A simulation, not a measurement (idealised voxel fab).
This is a process module. Its name is voxel trench capacitor.
Square cells of 5 nm make up the cross-section cut, whose width is 265 nm.
Bands, listed from the top down, are how a cross-section gets written in this document; the cross-section itself is a grid of square cells, and a band is one or more rows of them.
Band: top height; bottom height; in nm. Then, left to right: material with width in nm, for each material. "everywhere": a single material spanning edge to edge. "blank": empty space.
The level at which height equals 0 is the one under which the wafer, as it arrives, is entirely one material. No lower edge exists for the bottom band, which continues downward and is notated as in "0 and below".
A width given as "30 to 40" starts at the first number in the band's top row and ends at the second number in its bottom row, shifting by an equal amount at every step from row to row.
A step reported as "no alteration" is a step in which no cell of the cross-section changed.
Trapped void list: empty space of 8 cells or more with no open way to the top, each as width x height at its distance from the left edge, in nm
Where a step's line continues beyond its settings, the continuation is a remark by the simulator itself on that step.
overlay nm: step with mask; distance mask lay right of planned place; negative value = left of planned place.
Everything after this point is organized in pairs: a cross-section before one process step, a cross-section after it that shows only as deep as the lowest changed band, and, under the pair, the intervening step with its settings. Because different runs of this module on the same starting wafer can supply different pairs, a pair continues from the pair above it only if its entry headed "State before step" says so.
State before step
* 0 and below: Si everywhere
* Trapped void list: none
Post-Step Geometry
* 5 down to 0: SiN everywhere
* At heights below 0, the structure remains unaltered.
* Trapped void list: none
Processing between the before and after sections above: CONFORMAL_DEP, material SiN, thk nm 5
State before step: look at the pair above, its after cross-section is where this step starts.
Post-Step Geometry
* 5 down to 0: 60 SiN, 30 blank, 25 SiN, 30 blank, 25 SiN, 30 blank, 65 SiN
* At heights below 0, the structure remains unaltered.
* Trapped void list: none
Processing between the before and after sections above: MASKED_ETCH, tone open, mask id TRENCH, width nm 30, pitch nm 55, etch materials SiN, depth nm 5, overlay nm 0
State before step: look at the pair above, its after cross-section is where this step starts.
Post-Step Geometry
* 5 down to 0: 60 SiN, 30 blank, 25 SiN, 30 blank, 25 SiN, 30 blank, 65 SiN
* 0 down to -25: 60 Si, 30 blank, 25 Si, 30 blank, 25 Si, 30 blank, 65 Si
* At heights below -25, the structure remains unaltered.
* Trapped void list: none
Processing between the before and after sections above: MASKED_ETCH, tone open, mask id TRENCH, width nm 30, pitch nm 55, etch materials Si, depth nm 25, overlay nm 0
State before step: look at the pair above, its after cross-section is where this step starts.
Post-Step Geometry
* 10 down to 5: 65 HfO2, 20 blank, 35 HfO2, 20 blank, 35 HfO2, 20 blank, 70 HfO2
* 5 down to 0: 60 SiN, 5 HfO2, 20 blank, 5 HfO2, 25 SiN, 5 HfO2, 20 blank, 5 HfO2, 25 SiN, 5 HfO2, 20 blank, 5 HfO2, 65 SiN
* 0 down to -20: 60 Si, 5 HfO2, 20 blank, 5 HfO2, 25 Si, 5 HfO2, 20 blank, 5 HfO2, 25 Si, 5 HfO2, 20 blank, 5 HfO2, 65 Si
* -20 down to -25: 60 Si, 30 HfO2, 25 Si, 30 HfO2, 25 Si, 30 HfO2, 65 Si
* At heights below -25, the structure remains unaltered.
* Trapped void list: none
Processing between the before and after sections above: CONFORMAL_DEP, material HfO2, thk nm 5
State before step: look at the pair above, its after cross-section is where this step starts.
Post-Step Geometry
* 15 down to 10: 70 TiN, 10 blank, 45 TiN, 10 blank, 45 TiN, 10 blank, 75 TiN
* 10 down to 5: 65 HfO2, 5 TiN, 10 blank, 5 TiN, 35 HfO2, 5 TiN, 10 blank, 5 TiN, 35 HfO2, 5 TiN, 10 blank, 5 TiN, 70 HfO2
* 5 down to 0: 60 SiN, 5 HfO2, 5 TiN, 10 blank, 5 TiN, 5 HfO2, 25 SiN, 5 HfO2, 5 TiN, 10 blank, 5 TiN, 5 HfO2, 25 SiN, 5 HfO2, 5 TiN, 10 blank, 5 TiN, 5 HfO2, 65 SiN
* 0 down to -15: 60 Si, 5 HfO2, 5 TiN, 10 blank, 5 TiN, 5 HfO2, 25 Si, 5 HfO2, 5 TiN, 10 blank, 5 TiN, 5 HfO2, 25 Si, 5 HfO2, 5 TiN, 10 blank, 5 TiN, 5 HfO2, 65 Si
* -15 down to -20: 60 Si, 5 HfO2, 20 TiN, 5 HfO2, 25 Si, 5 HfO2, 20 TiN, 5 HfO2, 25 Si, 5 HfO2, 20 TiN, 5 HfO2, 65 Si
* At heights below -20, the structure remains unaltered.
* Trapped void list: none
Processing between the before and after sections above: CONFORMAL_DEP, material TiN, thk nm 5
State before step: look at the pair above, its after cross-section is where this step starts.
Post-Step Geometry
* 20 down to 15: W everywhere
* 15 down to 10: 70 TiN, 10 W, 45 TiN, 10 W, 45 TiN, 10 W, 75 TiN
* 10 down to 5: 65 HfO2, 5 TiN, 10 W, 5 TiN, 35 HfO2, 5 TiN, 10 W, 5 TiN, 35 HfO2, 5 TiN, 10 W, 5 TiN, 70 HfO2
* 5 down to 0: 60 SiN, 5 HfO2, 5 TiN, 10 W, 5 TiN, 5 HfO2, 25 SiN, 5 HfO2, 5 TiN, 10 W, 5 TiN, 5 HfO2, 25 SiN, 5 HfO2, 5 TiN, 10 W, 5 TiN, 5 HfO2, 65 SiN
* 0 down to -15: 60 Si, 5 HfO2, 5 TiN, 10 W, 5 TiN, 5 HfO2, 25 Si, 5 HfO2, 5 TiN, 10 W, 5 TiN, 5 HfO2, 25 Si, 5 HfO2, 5 TiN, 10 W, 5 TiN, 5 HfO2, 65 Si
* At heights below -15, the structure remains unaltered.
* Trapped void list: none
Processing between the before and after sections above: FILL_DEP, material W, thk nm 5
State before step: look at the pair above, its after cross-section is where this step starts.
Post-Step Geometry
* 5 down to 0: 60 SiN, 5 HfO2, 5 TiN, 10 W, 5 TiN, 5 HfO2, 25 SiN, 5 HfO2, 5 TiN, 10 W, 5 TiN, 5 HfO2, 25 SiN, 5 HfO2, 5 TiN, 10 W, 5 TiN, 5 HfO2, 65 SiN
* At heights below 0, the structure remains unaltered.
* Trapped void list: none
Processing between the before and after sections above: CMP, height nm 5
State before step
* 5 down to 0: 60 SiN, 30 blank, 25 SiN, 30 blank, 25 SiN, 30 blank, 65 SiN
* 0 down to -25: 60 Si, 30 blank, 25 Si, 30 blank, 25 Si, 30 blank, 65 Si
* -25 and below: Si everywhere
* Trapped void list: none
Post-Step Geometry
* 5 down to 0: 60 SiN, 30 blank, 25 SiN, 30 blank, 25 SiN, 30 blank, 65 SiN
* 0 down to -50: 60 Si, 30 blank, 25 Si, 30 blank, 25 Si, 30 blank, 65 Si
* At heights below -50, the structure remains unaltered.
* Trapped void list: none
Processing between the before and after sections above: MASKED_ETCH, tone open, mask id TRENCH, width nm 30, pitch nm 55, etch materials Si, depth nm 25, overlay nm 0
State before step: look at the pair above, its after cross-section is where this step starts.
Post-Step Geometry
* 10 down to 5: 65 HfO2, 20 blank, 35 HfO2, 20 blank, 35 HfO2, 20 blank, 70 HfO2
* 5 down to 0: 60 SiN, 5 HfO2, 20 blank, 5 HfO2, 25 SiN, 5 HfO2, 20 blank, 5 HfO2, 25 SiN, 5 HfO2, 20 blank, 5 HfO2, 65 SiN
* 0 down to -45: 60 Si, 5 HfO2, 20 blank, 5 HfO2, 25 Si, 5 HfO2, 20 blank, 5 HfO2, 25 Si, 5 HfO2, 20 blank, 5 HfO2, 65 Si
* -45 down to -50: 60 Si, 30 HfO2, 25 Si, 30 HfO2, 25 Si, 30 HfO2, 65 Si
* At heights below -50, the structure remains unaltered.
* Trapped void list: none
Processing between the before and after sections above: CONFORMAL_DEP, material HfO2, thk nm 5
State before step: look at the pair above, its after cross-section is where this step starts.
Post-Step Geometry
* 15 down to 10: 70 TiN, 10 blank, 45 TiN, 10 blank, 45 TiN, 10 blank, 75 TiN
* 10 down to 5: 65 HfO2, 5 TiN, 10 blank, 5 TiN, 35 HfO2, 5 TiN, 10 blank, 5 TiN, 35 HfO2, 5 TiN, 10 blank, 5 TiN, 70 HfO2
* 5 down to 0: 60 SiN, 5 HfO2, 5 TiN, 10 blank, 5 TiN, 5 HfO2, 25 SiN, 5 HfO2, 5 TiN, 10 blank, 5 TiN, 5 HfO2, 25 SiN, 5 HfO2, 5 TiN, 10 blank, 5 TiN, 5 HfO2, 65 SiN
* 0 down to -40: 60 Si, 5 HfO2, 5 TiN, 10 blank, 5 TiN, 5 HfO2, 25 Si, 5 HfO2, 5 TiN, 10 blank, 5 TiN, 5 HfO2, 25 Si, 5 HfO2, 5 TiN, 10 blank, 5 TiN, 5 HfO2, 65 Si
* -40 down to -45: 60 Si, 5 HfO2, 20 TiN, 5 HfO2, 25 Si, 5 HfO2, 20 TiN, 5 HfO2, 25 Si, 5 HfO2, 20 TiN, 5 HfO2, 65 Si
* At heights below -45, the structure remains unaltered.
* Trapped void list: none
Processing between the before and after sections above: CONFORMAL_DEP, material TiN, thk nm 5
State before step: look at the pair above, its after cross-section is where this step starts.
Post-Step Geometry
* 20 down to 15: W everywhere
* 15 down to 10: 70 TiN, 10 W, 45 TiN, 10 W, 45 TiN, 10 W, 75 TiN
* 10 down to 5: 65 HfO2, 5 TiN, 10 W, 5 TiN, 35 HfO2, 5 TiN, 10 W, 5 TiN, 35 HfO2, 5 TiN, 10 W, 5 TiN, 70 HfO2
* 5 down to 0: 60 SiN, 5 HfO2, 5 TiN, 10 W, 5 TiN, 5 HfO2, 25 SiN, 5 HfO2, 5 TiN, 10 W, 5 TiN, 5 HfO2, 25 SiN, 5 HfO2, 5 TiN, 10 W, 5 TiN, 5 HfO2, 65 SiN
* 0 down to -40: 60 Si, 5 HfO2, 5 TiN, 10 W, 5 TiN, 5 HfO2, 25 Si, 5 HfO2, 5 TiN, 10 W, 5 TiN, 5 HfO2, 25 Si, 5 HfO2, 5 TiN, 10 W, 5 TiN, 5 HfO2, 65 Si
* At heights below -40, the structure remains unaltered.
* Trapped void list: none
Processing between the before and after sections above: FILL_DEP, material W, thk nm 5
State before step: look at the pair above, its after cross-section is where this step starts.
Post-Step Geometry
* 5 down to 0: 60 SiN, 5 HfO2, 5 TiN, 10 W, 5 TiN, 5 HfO2, 25 SiN, 5 HfO2, 5 TiN, 10 W, 5 TiN, 5 HfO2, 25 SiN, 5 HfO2, 5 TiN, 10 W, 5 TiN, 5 HfO2, 65 SiN
* At heights below 0, the structure remains unaltered.
* Trapped void list: none
Processing between the before and after sections above: CMP, height nm 5
State before step
* 5 down to 0: 60 SiN, 30 blank, 25 SiN, 30 blank, 25 SiN, 30 blank, 65 SiN
* 0 down to -25: 60 Si, 30 blank, 25 Si, 30 blank, 25 Si, 30 blank, 65 Si
* -25 and below: Si everywhere
* Trapped void list: none
Post-Step Geometry
* 10 down to 5: 65 TiN, 20 blank, 35 TiN, 20 blank, 35 TiN, 20 blank, 70 TiN
* 5 down to 0: 60 SiN, 5 TiN, 20 blank, 5 TiN, 25 SiN, 5 TiN, 20 blank, 5 TiN, 25 SiN, 5 TiN, 20 blank, 5 TiN, 65 SiN
* 0 down to -20: 60 Si, 5 TiN, 20 blank, 5 TiN, 25 Si, 5 TiN, 20 blank, 5 TiN, 25 Si, 5 TiN, 20 blank, 5 TiN, 65 Si
* -20 down to -25: 60 Si, 30 TiN, 25 Si, 30 TiN, 25 Si, 30 TiN, 65 Si
* At heights below -25, the structure remains unaltered.
* Trapped void list: none
Processing between the before and after sections above: CONFORMAL_DEP, material TiN, thk nm 5
State before step: look at the pair above, its after cross-section is where this step starts.
Post-Step Geometry
* 15 down to 10: 70 HfO2, 10 blank, 45 HfO2, 10 blank, 45 HfO2, 10 blank, 75 HfO2
* 10 down to 5: 65 TiN, 5 HfO2, 10 blank, 5 HfO2, 35 TiN, 5 HfO2, 10 blank, 5 HfO2, 35 TiN, 5 HfO2, 10 blank, 5 HfO2, 70 TiN
* 5 down to 0: 60 SiN, 5 TiN, 5 HfO2, 10 blank, 5 HfO2, 5 TiN, 25 SiN, 5 TiN, 5 HfO2, 10 blank, 5 HfO2, 5 TiN, 25 SiN, 5 TiN, 5 HfO2, 10 blank, 5 HfO2, 5 TiN, 65 SiN
* 0 down to -15: 60 Si, 5 TiN, 5 HfO2, 10 blank, 5 HfO2, 5 TiN, 25 Si, 5 TiN, 5 HfO2, 10 blank, 5 HfO2, 5 TiN, 25 Si, 5 TiN, 5 HfO2, 10 blank, 5 HfO2, 5 TiN, 65 Si
* -15 down to -20: 60 Si, 5 TiN, 20 HfO2, 5 TiN, 25 Si, 5 TiN, 20 HfO2, 5 TiN, 25 Si, 5 TiN, 20 HfO2, 5 TiN, 65 Si
* At heights below -20, the structure remains unaltered.
* Trapped void list: none
Processing between the before and after sections above: CONFORMAL_DEP, material HfO2, thk nm 5
State before step: look at the pair above, its after cross-section is where this step starts.
Post-Step Geometry
* 20 down to 15: W everywhere
* 15 down to 10: 70 HfO2, 10 W, 45 HfO2, 10 W, 45 HfO2, 10 W, 75 HfO2
* 10 down to 5: 65 TiN, 5 HfO2, 10 W, 5 HfO2, 35 TiN, 5 HfO2, 10 W, 5 HfO2, 35 TiN, 5 HfO2, 10 W, 5 HfO2, 70 TiN
* 5 down to 0: 60 SiN, 5 TiN, 5 HfO2, 10 W, 5 HfO2, 5 TiN, 25 SiN, 5 TiN, 5 HfO2, 10 W, 5 HfO2, 5 TiN, 25 SiN, 5 TiN, 5 HfO2, 10 W, 5 HfO2, 5 TiN, 65 SiN
* 0 down to -15: 60 Si, 5 TiN, 5 HfO2, 10 W, 5 HfO2, 5 TiN, 25 Si, 5 TiN, 5 HfO2, 10 W, 5 HfO2, 5 TiN, 25 Si, 5 TiN, 5 HfO2, 10 W, 5 HfO2, 5 TiN, 65 Si
* At heights below -15, the structure remains unaltered.
* Trapped void list: none
Processing between the before and after sections above: FILL_DEP, material W, thk nm 5
State before step: look at the pair above, its after cross-section is where this step starts.
Post-Step Geometry
* 5 down to 0: 60 SiN, 5 TiN, 5 HfO2, 10 W, 5 HfO2, 5 TiN, 25 SiN, 5 TiN, 5 HfO2, 10 W, 5 HfO2, 5 TiN, 25 SiN, 5 TiN, 5 HfO2, 10 W, 5 HfO2, 5 TiN, 65 SiN
* At heights below 0, the structure remains unaltered.
* Trapped void list: none
Processing between the before and after sections above: CMP, height nm 5
State before step
* 20 down to 15: W everywhere
* 15 down to 10: 70 TiN, 10 W, 45 TiN, 10 W, 45 TiN, 10 W, 75 TiN
* 10 down to 5: 65 HfO2, 5 TiN, 10 W, 5 TiN, 35 HfO2, 5 TiN, 10 W, 5 TiN, 35 HfO2, 5 TiN, 10 W, 5 TiN, 70 HfO2
* 5 down to 0: 60 SiN, 5 HfO2, 5 TiN, 10 W, 5 TiN, 5 HfO2, 25 SiN, 5 HfO2, 5 TiN, 10 W, 5 TiN, 5 HfO2, 25 SiN, 5 HfO2, 5 TiN, 10 W, 5 TiN, 5 HfO2, 65 SiN
* 0 down to -15: 60 Si, 5 HfO2, 5 TiN, 10 W, 5 TiN, 5 HfO2, 25 Si, 5 HfO2, 5 TiN, 10 W, 5 TiN, 5 HfO2, 25 Si, 5 HfO2, 5 TiN, 10 W, 5 TiN, 5 HfO2, 65 Si
* -15 down to -20: 60 Si, 5 HfO2, 20 TiN, 5 HfO2, 25 Si, 5 HfO2, 20 TiN, 5 HfO2, 25 Si, 5 HfO2, 20 TiN, 5 HfO2, 65 Si
* -20 down to -25: 60 Si, 30 HfO2, 25 Si, 30 HfO2, 25 Si, 30 HfO2, 65 Si
* -25 and below: Si everywhere
* Trapped void list: none
Post-Step Geometry
* 15 down to 10: 70 TiN, 10 W, 45 TiN, 10 W, 45 TiN, 10 W, 75 TiN
* At heights below 10, the structure remains unaltered.
* Trapped void list: none
Processing between the before and after sections above: CMP, height nm 15
State before step
* 5 down to 0: SiN everywhere
* 0 and below: Si everywhere
* Trapped void list: none
Post-Step Geometry
* 5 down to 0: 55 SiN, 40 blank, 15 SiN, 40 blank, 15 SiN, 40 blank, 60 SiN
* At heights below 0, the structure remains unaltered.
* Trapped void list: none
Processing between the before and after sections above: MASKED_ETCH, tone open, mask id TRENCH, width nm 40, pitch nm 55, etch materials SiN, depth nm 5, overlay nm 0
State before step: look at the pair above, its after cross-section is where this step starts.
Post-Step Geometry
* 5 down to 0: 55 SiN, 40 blank, 15 SiN, 40 blank, 15 SiN, 40 blank, 60 SiN
* 0 down to -25: 60 Si, 30 blank, 25 Si, 30 blank, 25 Si, 30 blank, 65 Si
* At heights below -25, the structure remains unaltered.
* Trapped void list: none
Processing between the before and after sections above: MASKED_ETCH, tone open, mask id TRENCH, width nm 30, pitch nm 55, etch materials Si, depth nm 25, overlay nm 0
State before step: look at the pair above, its after cross-section is where this step starts.
Post-Step Geometry
* 10 down to 5: 60 HfO2, 30 blank, 25 HfO2, 30 blank, 25 HfO2, 30 blank, 65 HfO2
* 5 down to 0: 55 SiN, 10 HfO2, 20 blank, 10 HfO2, 15 SiN, 10 HfO2, 20 blank, 10 HfO2, 15 SiN, 10 HfO2, 20 blank, 10 HfO2, 60 SiN
* 0 down to -20: 60 Si, 5 HfO2, 20 blank, 5 HfO2, 25 Si, 5 HfO2, 20 blank, 5 HfO2, 25 Si, 5 HfO2, 20 blank, 5 HfO2, 65 Si
* -20 down to -25: 60 Si, 30 HfO2, 25 Si, 30 HfO2, 25 Si, 30 HfO2, 65 Si
* At heights below -25, the structure remains unaltered.
* Trapped void list: none
Processing between the before and after sections above: CONFORMAL_DEP, material HfO2, thk nm 5
State before step: look at the pair above, its after cross-section is where this step starts.
Post-Step Geometry
* 15 down to 10: 65 TiN, 20 blank, 35 TiN, 20 blank, 35 TiN, 20 blank, 70 TiN
* 10 down to 5: 60 HfO2, 10 TiN, 10 blank, 10 TiN, 25 HfO2, 10 TiN, 10 blank, 10 TiN, 25 HfO2, 10 TiN, 10 blank, 10 TiN, 65 HfO2
* 5 down to 0: 55 SiN, 10 HfO2, 5 TiN, 10 blank, 5 TiN, 10 HfO2, 15 SiN, 10 HfO2, 5 TiN, 10 blank, 5 TiN, 10 HfO2, 15 SiN, 10 HfO2, 5 TiN, 10 blank, 5 TiN, 10 HfO2, 60 SiN
* 0 down to -15: 60 Si, 5 HfO2, 5 TiN, 10 blank, 5 TiN, 5 HfO2, 25 Si, 5 HfO2, 5 TiN, 10 blank, 5 TiN, 5 HfO2, 25 Si, 5 HfO2, 5 TiN, 10 blank, 5 TiN, 5 HfO2, 65 Si
* -15 down to -20: 60 Si, 5 HfO2, 20 TiN, 5 HfO2, 25 Si, 5 HfO2, 20 TiN, 5 HfO2, 25 Si, 5 HfO2, 20 TiN, 5 HfO2, 65 Si
* At heights below -20, the structure remains unaltered.
* Trapped void list: none
Processing between the before and after sections above: CONFORMAL_DEP, material TiN, thk nm 5
State before step: look at the pair above, its after cross-section is where this step starts.
Post-Step Geometry
* 20 down to 15: W everywhere
* 15 down to 10: 65 TiN, 20 W, 35 TiN, 20 W, 35 TiN, 20 W, 70 TiN
* 10 down to 5: 60 HfO2, 10 TiN, 10 W, 10 TiN, 25 HfO2, 10 TiN, 10 W, 10 TiN, 25 HfO2, 10 TiN, 10 W, 10 TiN, 65 HfO2
* 5 down to 0: 55 SiN, 10 HfO2, 5 TiN, 10 W, 5 TiN, 10 HfO2, 15 SiN, 10 HfO2, 5 TiN, 10 W, 5 TiN, 10 HfO2, 15 SiN, 10 HfO2, 5 TiN, 10 W, 5 TiN, 10 HfO2, 60 SiN
* 0 down to -15: 60 Si, 5 HfO2, 5 TiN, 10 W, 5 TiN, 5 HfO2, 25 Si, 5 HfO2, 5 TiN, 10 W, 5 TiN, 5 HfO2, 25 Si, 5 HfO2, 5 TiN, 10 W, 5 TiN, 5 HfO2, 65 Si
* At heights below -15, the structure remains unaltered.
* Trapped void list: none
Processing between the before and after sections above: FILL_DEP, material W, thk nm 5
State before step: look at the pair above, its after cross-section is where this step starts.
Post-Step Geometry
* 5 down to 0: 55 SiN, 10 HfO2, 5 TiN, 10 W, 5 TiN, 10 HfO2, 15 SiN, 10 HfO2, 5 TiN, 10 W, 5 TiN, 10 HfO2, 15 SiN, 10 HfO2, 5 TiN, 10 W, 5 TiN, 10 HfO2, 60 SiN
* At heights below 0, the structure remains unaltered.
* Trapped void list: none
Processing between the before and after sections above: CMP, height nm 5
State before step
* 5 down to 0: SiN everywhere
* 0 and below: Si everywhere
* Trapped void list: none
Post-Step Geometry
* 5 down to 0: 65 SiN, 30 blank, 25 SiN, 30 blank, 25 SiN, 30 blank, 60 SiN
* At heights below 0, the structure remains unaltered.
* Trapped void list: none
Processing between the before and after sections above: MASKED_ETCH, tone open, mask id TRENCH, width nm 30, pitch nm 55, etch materials SiN, depth nm 5, overlay nm 5
State before step: look at the pair above, its after cross-section is where this step starts.
Post-Step Geometry
* 5 down to 0: 65 SiN, 30 blank, 25 SiN, 30 blank, 25 SiN, 30 blank, 60 SiN
* 0 down to -25: 65 Si, 25 blank, 30 Si, 25 blank, 30 Si, 25 blank, 65 Si
* At heights below -25, the structure remains unaltered.
* Trapped void list: none
Processing between the before and after sections above: MASKED_ETCH, tone open, mask id TRENCH, width nm 30, pitch nm 55, etch materials Si, depth nm 25, overlay nm 0
State before step: look at the pair above, its after cross-section is where this step starts.
Post-Step Geometry
* 10 down to 5: 70 HfO2, 20 blank, 35 HfO2, 20 blank, 35 HfO2, 20 blank, 65 HfO2
* 5 down to 0: 65 SiN, 5 HfO2, 15 blank, 10 HfO2, 25 SiN, 5 HfO2, 15 blank, 10 HfO2, 25 SiN, 5 HfO2, 15 blank, 10 HfO2, 60 SiN
* 0 down to -20: 65 Si, 5 HfO2, 15 blank, 5 HfO2, 30 Si, 5 HfO2, 15 blank, 5 HfO2, 30 Si, 5 HfO2, 15 blank, 5 HfO2, 65 Si
* -20 down to -25: 65 Si, 25 HfO2, 30 Si, 25 HfO2, 30 Si, 25 HfO2, 65 Si
* At heights below -25, the structure remains unaltered.
* Trapped void list: none
Processing between the before and after sections above: CONFORMAL_DEP, material HfO2, thk nm 5
State before step: look at the pair above, its after cross-section is where this step starts.
Post-Step Geometry
* 15 down to 10: 75 TiN, 10 blank, 45 TiN, 10 blank, 45 TiN, 10 blank, 70 TiN
* 10 down to 5: 70 HfO2, 5 TiN, 5 blank, 10 TiN, 35 HfO2, 5 TiN, 5 blank, 10 TiN, 35 HfO2, 5 TiN, 5 blank, 10 TiN, 65 HfO2
* 5 down to 0: 65 SiN, 5 HfO2, 5 TiN, 5 blank, 5 TiN, 10 HfO2, 25 SiN, 5 HfO2, 5 TiN, 5 blank, 5 TiN, 10 HfO2, 25 SiN, 5 HfO2, 5 TiN, 5 blank, 5 TiN, 10 HfO2, 60 SiN
* 0 down to -15: 65 Si, 5 HfO2, 5 TiN, 5 blank, 5 TiN, 5 HfO2, 30 Si, 5 HfO2, 5 TiN, 5 blank, 5 TiN, 5 HfO2, 30 Si, 5 HfO2, 5 TiN, 5 blank, 5 TiN, 5 HfO2, 65 Si
* -15 down to -20: 65 Si, 5 HfO2, 15 TiN, 5 HfO2, 30 Si, 5 HfO2, 15 TiN, 5 HfO2, 30 Si, 5 HfO2, 15 TiN, 5 HfO2, 65 Si
* At heights below -20, the structure remains unaltered.
* Trapped void list: none
Processing between the before and after sections above: CONFORMAL_DEP, material TiN, thk nm 5
State before step: look at the pair above, its after cross-section is where this step starts.
Post-Step Geometry
* 20 down to 15: W everywhere
* 15 down to 10: 75 TiN, 10 W, 45 TiN, 10 W, 45 TiN, 10 W, 70 TiN
* 10 down to 5: 70 HfO2, 5 TiN, 5 W, 10 TiN, 35 HfO2, 5 TiN, 5 W, 10 TiN, 35 HfO2, 5 TiN, 5 W, 10 TiN, 65 HfO2
* 5 down to 0: 65 SiN, 5 HfO2, 5 TiN, 5 W, 5 TiN, 10 HfO2, 25 SiN, 5 HfO2, 5 TiN, 5 W, 5 TiN, 10 HfO2, 25 SiN, 5 HfO2, 5 TiN, 5 W, 5 TiN, 10 HfO2, 60 SiN
* 0 down to -15: 65 Si, 5 HfO2, 5 TiN, 5 W, 5 TiN, 5 HfO2, 30 Si, 5 HfO2, 5 TiN, 5 W, 5 TiN, 5 HfO2, 30 Si, 5 HfO2, 5 TiN, 5 W, 5 TiN, 5 HfO2, 65 Si
* At heights below -15, the structure remains unaltered.
* Trapped void list: none
Processing between the before and after sections above: FILL_DEP, material W, thk nm 5
State before step: look at the pair above, its after cross-section is where this step starts.
Post-Step Geometry
* 5 down to 0: 65 SiN, 5 HfO2, 5 TiN, 5 W, 5 TiN, 10 HfO2, 25 SiN, 5 HfO2, 5 TiN, 5 W, 5 TiN, 10 HfO2, 25 SiN, 5 HfO2, 5 TiN, 5 W, 5 TiN, 10 HfO2, 60 SiN
* At heights below 0, the structure remains unaltered.
* Trapped void list: none
Processing between the before and after sections above: CMP, height nm 5
State before step
* 10 down to 5: 65 TiN, 20 blank, 35 TiN, 20 blank, 35 TiN, 20 blank, 70 TiN
* 5 down to 0: 60 SiN, 5 TiN, 20 blank, 5 TiN, 25 SiN, 5 TiN, 20 blank, 5 TiN, 25 SiN, 5 TiN, 20 blank, 5 TiN, 65 SiN
* 0 down to -20: 60 Si, 5 TiN, 20 blank, 5 TiN, 25 Si, 5 TiN, 20 blank, 5 TiN, 25 Si, 5 TiN, 20 blank, 5 TiN, 65 Si
* -20 down to -25: 60 Si, 30 TiN, 25 Si, 30 TiN, 25 Si, 30 TiN, 65 Si
* -25 and below: Si everywhere
* Trapped void list: none
Post-Step Geometry
* 15 down to 5: 70 TiN, 10 blank, 45 TiN, 10 blank, 45 TiN, 10 blank, 75 TiN
* 5 down to 0: 60 SiN, 10 TiN, 10 blank, 10 TiN, 25 SiN, 10 TiN, 10 blank, 10 TiN, 25 SiN, 10 TiN, 10 blank, 10 TiN, 65 SiN
* 0 down to -15: 60 Si, 10 TiN, 10 blank, 10 TiN, 25 Si, 10 TiN, 10 blank, 10 TiN, 25 Si, 10 TiN, 10 blank, 10 TiN, 65 Si
* -15 down to -25: 60 Si, 30 TiN, 25 Si, 30 TiN, 25 Si, 30 TiN, 65 Si
* At heights below -25, the structure remains unaltered.
* Trapped void list: none
Processing between the before and after sections above: CONFORMAL_DEP, material TiN, thk nm 5
State before step: look at the pair above, its after cross-section is where this step starts.
Post-Step Geometry
* 20 down to 15: W everywhere
* 15 down to 5: 70 TiN, 10 W, 45 TiN, 10 W, 45 TiN, 10 W, 75 TiN
* 5 down to 0: 60 SiN, 10 TiN, 10 W, 10 TiN, 25 SiN, 10 TiN, 10 W, 10 TiN, 25 SiN, 10 TiN, 10 W, 10 TiN, 65 SiN
* 0 down to -15: 60 Si, 10 TiN, 10 W, 10 TiN, 25 Si, 10 TiN, 10 W, 10 TiN, 25 Si, 10 TiN, 10 W, 10 TiN, 65 Si
* At heights below -15, the structure remains unaltered.
* Trapped void list: none
Processing between the before and after sections above: FILL_DEP, material W, thk nm 5
State before step: look at the pair above, its after cross-section is where this step starts.
Post-Step Geometry
* 5 down to 0: 60 SiN, 10 TiN, 10 W, 10 TiN, 25 SiN, 10 TiN, 10 W, 10 TiN, 25 SiN, 10 TiN, 10 W, 10 TiN, 65 SiN
* At heights below 0, the structure remains unaltered.
* Trapped void list: none
Processing between the before and after sections above: CMP, height nm 5
State before step
* 5 down to 0: SiN everywhere
* 0 and below: Si everywhere
* Trapped void list: none
Post-Step Geometry
* 5 down to 0: 60 blank, 30 SiN, 25 blank, 30 SiN, 25 blank, 30 SiN, 65 blank
* At heights below 0, the structure remains unaltered.
* Trapped void list: none
Processing between the before and after sections above: MASKED_ETCH, tone cover, mask id TRENCH, width nm 30, pitch nm 55, etch materials SiN, depth nm 5, overlay nm 0
State before step: look at the pair above, its after cross-section is where this step starts.
Post-Step Geometry
* 10 down to 5: 55 blank, 40 HfO2, 15 blank, 40 HfO2, 15 blank, 40 HfO2, 60 blank
* 5 down to 0: 60 HfO2, 30 SiN, 25 HfO2, 30 SiN, 25 HfO2, 30 SiN, 65 HfO2
* At heights below 0, the structure remains unaltered.
* Trapped void list: none
Processing between the before and after sections above: CONFORMAL_DEP, material HfO2, thk nm 5
State before step: look at the pair above, its after cross-section is where this step starts.
Post-Step Geometry
* 15 down to 10: 50 blank, 50 TiN, 5 blank, 50 TiN, 5 blank, 50 TiN, 55 blank
* 10 down to 5: 55 TiN, 40 HfO2, 15 TiN, 40 HfO2, 15 TiN, 40 HfO2, 60 TiN
* At heights below 5, the structure remains unaltered.
* Trapped void list: none
Processing between the before and after sections above: CONFORMAL_DEP, material TiN, thk nm 5
State before step: look at the pair above, its after cross-section is where this step starts.
Post-Step Geometry
* 20 down to 15: W everywhere
* 15 down to 10: 50 W, 50 TiN, 5 W, 50 TiN, 5 W, 50 TiN, 55 W
* At heights below 10, the structure remains unaltered.
* Trapped void list: none
Processing between the before and after sections above: FILL_DEP, material W, thk nm 5
State before step: look at the pair above, its after cross-section is where this step starts.
Post-Step Geometry
* 5 down to 0: 60 HfO2, 30 SiN, 25 HfO2, 30 SiN, 25 HfO2, 30 SiN, 65 HfO2
* At heights below 0, the structure remains unaltered.
* Trapped void list: none
Processing between the before and after sections above: CMP, height nm 5
